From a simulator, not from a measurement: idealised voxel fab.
The following process module bears the name voxel quadruple lines.
Displayed cross-section: cut, width of 245 nm, square cells sized 5 nm.
A cross-section is written here as square cells arranged in a grid, and it is given in bands from the top down, each band taking up one or more rows of cells.
Per band: top height and bottom height in nm, followed by the left-to-right materials and their widths in nm; "edge to edge" marks a single material spanning edge to edge, "air" marks empty space.
Height is counted from the level 0, under which the received wafer is composed throughout of one material. The lowest of the bands is not closed at the bottom but continues downward, in the notation "0 -> down".
A two-number width, for instance "30 to 40", indicates that the width is equal to the first number in the top row of the band and to the second number in the bottom row, and that it changes by a constant amount per row of cells.
Reading "nothing different" for a step: not a cell of the cross-section changed in it.
The label "Fully enclosed voids" introduces a list of the empty spaces, 8 cells or larger, that have no open way up to the top; each entry in it reads width x height at distance, where the distance is taken from the left edge and all three are stated in nm.
If you see something after the settings on a step's line, that's the simulator's own remark about that step.
The optional step-line setting "overlay nm" applies to steps with a mask and quantifies how far to the right of its planned location the mask lay, a negative value indicating leftward placement.
SET OUT BELOW ARE THE PLANNED STEPS OF THE PROCESS
1. RECEIVE,material Si
2. CONFORMAL_DEP,material Al2O3,thk nm 5
3. DIRECTIONAL_DEP,material Ru,thk nm 10
4. DIRECTIONAL_DEP,material polySi,thk nm 15
5. DIRECTIONAL_DEP,material aC,thk nm 25
6. PATTERN,tone cover,mask id MANDREL,material resist,width nm 35,pitch nm 100,thk nm 30,overlay nm 0
7. DIRECTIONAL_ETCH,etch materials aC,depth nm 25
8. STRIP,etch materials resist
9. CONFORMAL_DEP,material SiO2,thk nm 15
10. DIRECTIONAL_ETCH,etch materials SiO2,depth nm 15
11. STRIP,etch materials aC
12. DIRECTIONAL_ETCH,etch materials polySi,depth nm 15
13. STRIP,etch materials SiO2
14. CONFORMAL_DEP,material SiN,thk nm 10
15. DIRECTIONAL_ETCH,etch materials SiN,depth nm 10
16. STRIP,etch materials polySi
17. DIRECTIONAL_ETCH,etch materials Ru,depth nm 10
18. STRIP,etch materials SiN
19. FILL_DEP,material SiO2,thk nm 5
20. CMP,height nm 15
CROSS-SECTION OF THE INCOMING WAFER, STATE AFTER STEP 1
* 0 -> down  Si edge to edge
* Fully enclosed voids: none
THE FOLLOWING CROSS-SECTION DEPICTS THE WAFER UPON CONCLUSION OF THE MODULE. PROCESSING COMMENCED FROM THE STARTING CONDITION ILLUSTRATED ABOVE AND ADHERED TO THE PLAN ILLUSTRATED ABOVE, SAVE FOR ONE MISTAKE IN EXECUTION
* 15 -> 10  SiO2 edge to edge
* 10 -> 0  SiO2 (30); Ru (10); SiO2 (15); Ru (10); SiO2 (15); Ru (10); SiO2 (15); Ru (10); SiO2 (15); Ru (10); SiO2 (15); Ru (10); SiO2 (15); Ru (10); SiO2 (15); Ru (10); SiO2 (30)
* 0 -> down  Si edge to edge
* Fully enclosed voids: none
Diagnosis: execution of step 2 of the plan did not take place, the step having been omitted
